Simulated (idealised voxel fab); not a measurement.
voxel double patterning: a process module
The width of the displayed cross-section, cut, is 160 nm; its cells are square, with a size of 5 nm.
We lay out every cross-section as a grid of square cells and spell it out in bands from the top down, where one band means one or more rows of cells. The entry gives the band's vertical extent as a top height and a bottom height in nm, then its horizontal make-up as materials from left to right, each with a width in nm. "blank" stands for empty space; a single material marked "full width" fills the band edge to edge. Heights are measured from 0, the level below which the as-received wafer is all one material; the lowest band has no bottom and continues downward, written as in "z 0 and below". Top row gets the first number, bottom row gets the second, and each row in between changes by the same step: that is how a band width like "30->40" works. You'll sometimes find "no alteration" written for a step, and that's the way of saying that nowhere in the cross-section did a cell change during that step. "Sealed internal voids": sealed empty spaces, 8 cells or more, no open way to top, listed width x height at distance, with distance from the left edge and width, height and distance in nm. The remark found on a step's line after its settings is issued by the simulator itself and pertains to that step. On any step carrying a mask, the "overlay nm" setting, if present on the step's line, tells how far right of its planned place the mask lay; negative values point to the left.
**Set out below are the planned steps of the process**
| 1 | RECEIVE (material Si) |
| 2 | CONFORMAL_DEP (material SiO2; thk nm 10) |
| 3 | DIRECTIONAL_DEP (material W; thk nm 20) |
| 4 | DIRECTIONAL_DEP (material SiCN; thk nm 5) |
| 5 | MASKED_ETCH (tone open; mask id FIRST; width nm 15; pitch nm 50; etch materials SiCN; depth nm 5; overlay nm 0) |
| 6 | MASKED_ETCH (tone open; mask id SECOND; width nm 15; pitch nm 50; etch materials SiCN; depth nm 5; overlay nm 0) |
| 7 | DIRECTIONAL_ETCH (etch materials W; depth nm 20) |
| 8 | STRIP (etch materials SiCN) |
**First of two wafers: run as planned**
**Here's what the wafer looked like in cross-section when it arrived - that's after step 1**
- z 0 and below = Si full width
- Sealed internal voids: none
**State of the wafer after step 2, shown in cross-section**
- z 10 to 0 = SiO2 full width
- Below a height of 0, the structure has not been altered.
**State of the wafer after step 3, shown in cross-section**
- z 30 to 10 = W full width
- Below a height of 10, the structure has not been altered.
**State of the wafer after step 4, shown in cross-section**
- z 35 to 30 = SiCN full width
- Below a height of 30, the structure has not been altered.
**State of the wafer after step 5, shown in cross-section**
- z 35 to 30 = SiCN=20  blank=15  SiCN=35  blank=15  SiCN=35  blank=15  SiCN=25
- Below a height of 30, the structure has not been altered.
**State of the wafer after step 6, shown in cross-section**
- z 35 to 30 = SiCN=20  blank=15  SiCN=10  blank=15  SiCN=10  blank=15  SiCN=10  blank=15  SiCN=10  blank=15  SiCN=25
- Below a height of 30, the structure has not been altered.
**State of the wafer after step 7, shown in cross-section**
- z 35 to 30 = SiCN=20  blank=15  SiCN=10  blank=15  SiCN=10  blank=15  SiCN=10  blank=15  SiCN=10  blank=15  SiCN=25
- z 30 to 10 = W=20  blank=15  W=10  blank=15  W=10  blank=15  W=10  blank=15  W=10  blank=15  W=25
- Below a height of 10, the structure has not been altered.
**State of the wafer after step 8, shown in cross-section**
- z 30 to 10 = W=20  blank=15  W=10  blank=15  W=10  blank=15  W=10  blank=15  W=10  blank=15  W=25
- Below a height of 10, the structure has not been altered.
**Now the other wafer: same start, same recipe, but we messed up one thing when running it. Up to and including step 5 it's the same as the first one**
**when step 6 should have ended**
- z 35 to 30 = SiCN=20  blank=15  SiCN=10  blank=20  SiCN=5  blank=15  SiCN=10  blank=20  SiCN=5  blank=15  SiCN=25
- Below a height of 30, the structure has not been altered.
**when step 7 should have ended**
- z 35 to 30 = SiCN=20  blank=15  SiCN=10  blank=20  SiCN=5  blank=15  SiCN=10  blank=20  SiCN=5  blank=15  SiCN=25
- z 30 to 10 = W=20  blank=15  W=10  blank=20  W=5  blank=15  W=10  blank=20  W=5  blank=15  W=25
- Below a height of 10, the structure has not been altered.
**when step 8 should have ended**
- z 30 to 10 = W=20  blank=15  W=10  blank=20  W=5  blank=15  W=10  blank=20  W=5  blank=15  W=25
- Below a height of 10, the structure has not been altered.
What went wrong in running the wafer? rather than as planned, step 6 actually ran as MASKED_ETCH (tone open; mask id SECOND; width nm 20; pitch nm 50; etch materials SiCN; depth nm 5; overlay nm 0)
Count the cells at the end and the second wafer has more or fewer of some materials than the first: 8 fewer of W
